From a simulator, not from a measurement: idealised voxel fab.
Process module name: voxel transistor to metal
Xsec cut, 215 nm wide, square cell size 5 nm.
When this document writes out a cross-section, it uses a grid of square cells and lists it as bands, beginning at the top and moving down, with a band standing for one or more rows of cells.
Band: top height; bottom height; in nm. Then, left to right: material with width in nm, for each material. "full width": a single material spanning edge to edge. "air": empty space.
Heights are reckoned from 0. Under this level, the received wafer is all of one material. The bottommost band is open-ended downward, for example "0 nm and below".
Think of "30..40" as a width that walks from the first number to the second as you go down the band, top row to bottom row, taking equal-sized steps from row to row.
The designation "nothing different", where it is given for a processing step, indicates that no cell of the cross-section was altered in the course of that step.
Under "Enclosed voids" you'll find the enclosed gaps, the ones with no way out to the top, that are 8 cells or bigger; each reads width x height at distance, with distance counted from the left edge, everything in nm.
Text after the settings on a step's line: the simulator's own remark on that step.
overlay nm: where the mask lay relative to plan, measured to the right, on steps with a mask; negatives go left.

THE PLANNED PROCESS STEPS ARE ENUMERATED HEREUNDER
1) RECEIVE: material Si
2) OXIDIZE: depth nm 5
3) CONFORMAL_DEP: material SiN, thk nm 15
4) MASKED_ETCH: tone cover, mask id ACTIVE, width nm 95, etch materials SiN, depth nm 15, overlay nm 0
5) MASKED_ETCH: tone cover, mask id ACTIVE, width nm 95, etch materials SiO2, depth nm 5, overlay nm 0
6) MASKED_ETCH: tone cover, mask id ACTIVE, width nm 95, etch materials Si, depth nm 35, overlay nm 0
7) OXIDIZE: depth nm 5
8) FILL_DEP: material SiO2, thk nm 10
9) CMP: height nm 15
10) SELECTIVE_ETCH: etch materials SiO2, depth nm 5
11) STRIP: etch materials SiN
12) SELECTIVE_ETCH: etch materials SiO2, depth nm 5
13) OXIDIZE: depth nm 5
14) DIRECTIONAL_DEP: material polySi, thk nm 30
15) DIRECTIONAL_DEP: material SiCN, thk nm 15
16) MASKED_ETCH: tone cover, mask id GATE, width nm 15, etch materials SiCN, depth nm 25, overlay nm 0
17) MASKED_ETCH: tone cover, mask id GATE, width nm 15, etch materials polySi, depth nm 40, overlay nm 0
18) CONFORMAL_DEP: material SiO2, thk nm 5
19) DIRECTIONAL_ETCH: etch materials SiO2, depth nm 5
20) CONFORMAL_DEP: material SiN, thk nm 5
21) DIRECTIONAL_ETCH: etch materials SiN, depth nm 5
22) DIRECTIONAL_ETCH: etch materials SiO2, depth nm 5
23) DIRECTIONAL_ETCH: etch materials Si, depth nm 15
24) EPI: material SiGe, thk nm 20
25) FILL_DEP: material SiO2, thk nm 10
26) CMP: height nm 40
27) DIRECTIONAL_DEP: material SiO2, thk nm 15
28) MASKED_ETCH: tone open, mask id CONTACT, width nm 25, pitch nm 50, etch materials SiO2, depth nm 45, overlay nm 0
29) CONFORMAL_DEP: material TiN, thk nm 5
30) FILL_DEP: material Ru, thk nm 10
31) CMP: height nm 55
32) CONFORMAL_DEP: material SiN, thk nm 5
33) DIRECTIONAL_DEP: material lowk, thk nm 15
34) PATTERN: tone open, mask id METAL_1, material resist, width nm 15, pitch nm 60, thk nm 20, overlay nm 0
35) DIRECTIONAL_ETCH: etch materials lowk, depth nm 15
36) DIRECTIONAL_ETCH: etch materials SiN, depth nm 5
37) STRIP: etch materials resist
38) CONFORMAL_DEP: material TiN, thk nm 5
39) FILL_DEP: material W, thk nm 5
40) CMP: height nm 75
41) EPI: material Ru, thk nm 5
42) FILL_DEP: material SiCN, thk nm 5

CROSS-SECTION: WAFER ON ARRIVAL = AFTER STEP 1
0 nm and below  Si full width
Enclosed voids: none

LOOK AT THE CROSS-SECTION AFTER THE MODULE: THE WAFER STARTED OUT THE WAY SHOWN ABOVE AND THE PLAN WAS THE ONE SHOWN ABOVE, YET ONE MISTAKE WAS MADE ALONG THE WAY
80 nm to 60 nm  SiCN full width
60 nm to 55 nm  SiN full width
55 nm to 45 nm  70 SiO2, then 5 TiN, then 15 Ru, then 5 TiN, then 25 SiO2, then 5 TiN, then 15 Ru, then 5 TiN, then 70 SiO2
45 nm to 40 nm  70 SiO2, then 5 TiN, then 10 Ru, then 10 TiN, then 25 SiO2, then 10 TiN, then 10 Ru, then 5 TiN, then 70 SiO2
40 nm to 25 nm  70 SiO2, then 5 TiN, then 10 Ru, then 5 TiN, then 5 SiN, then 5 SiO2, then 15 SiCN, then 5 SiO2, then 5 SiN, then 5 TiN, then 10 Ru, then 5 TiN, then 70 SiO2
25 nm to 15 nm  70 SiO2, then 5 TiN, then 10 Ru, then 5 TiN, then 5 SiN, then 5 SiO2, then 15 polySi, then 5 SiO2, then 5 SiN, then 5 TiN, then 10 Ru, then 5 TiN, then 70 SiO2
15 nm to 10 nm  70 SiO2, then 20 TiN, then 5 SiN, then 5 SiO2, then 15 polySi, then 5 SiO2, then 5 SiN, then 20 TiN, then 70 SiO2
10 nm to 5 nm  70 SiO2, then 20 SiGe, then 5 SiN, then 5 SiO2, then 15 polySi, then 5 SiO2, then 5 SiN, then 20 SiGe, then 70 SiO2
5 nm to -5 nm  60 SiO2, then 5 SiN, then 5 SiO2, then 20 SiGe, then 5 SiN, then 5 SiO2, then 15 polySi, then 5 SiO2, then 5 SiN, then 20 SiGe, then 5 SiO2, then 5 SiN, then 60 SiO2
-5 nm to -10 nm  65 SiO2, then 25 SiGe, then 35 SiO2, then 25 SiGe, then 65 SiO2
-10 nm to -25 nm  65 SiO2, then 25 SiGe, then 35 Si, then 25 SiGe, then 65 SiO2
-25 nm to -45 nm  65 SiO2, then 85 Si, then 65 SiO2
-45 nm and below  Si full width
Enclosed voids: none
what went wrong: step 33 did not use the planned setting and instead ran as DIRECTIONAL_DEP: material SiCN, thk nm 15
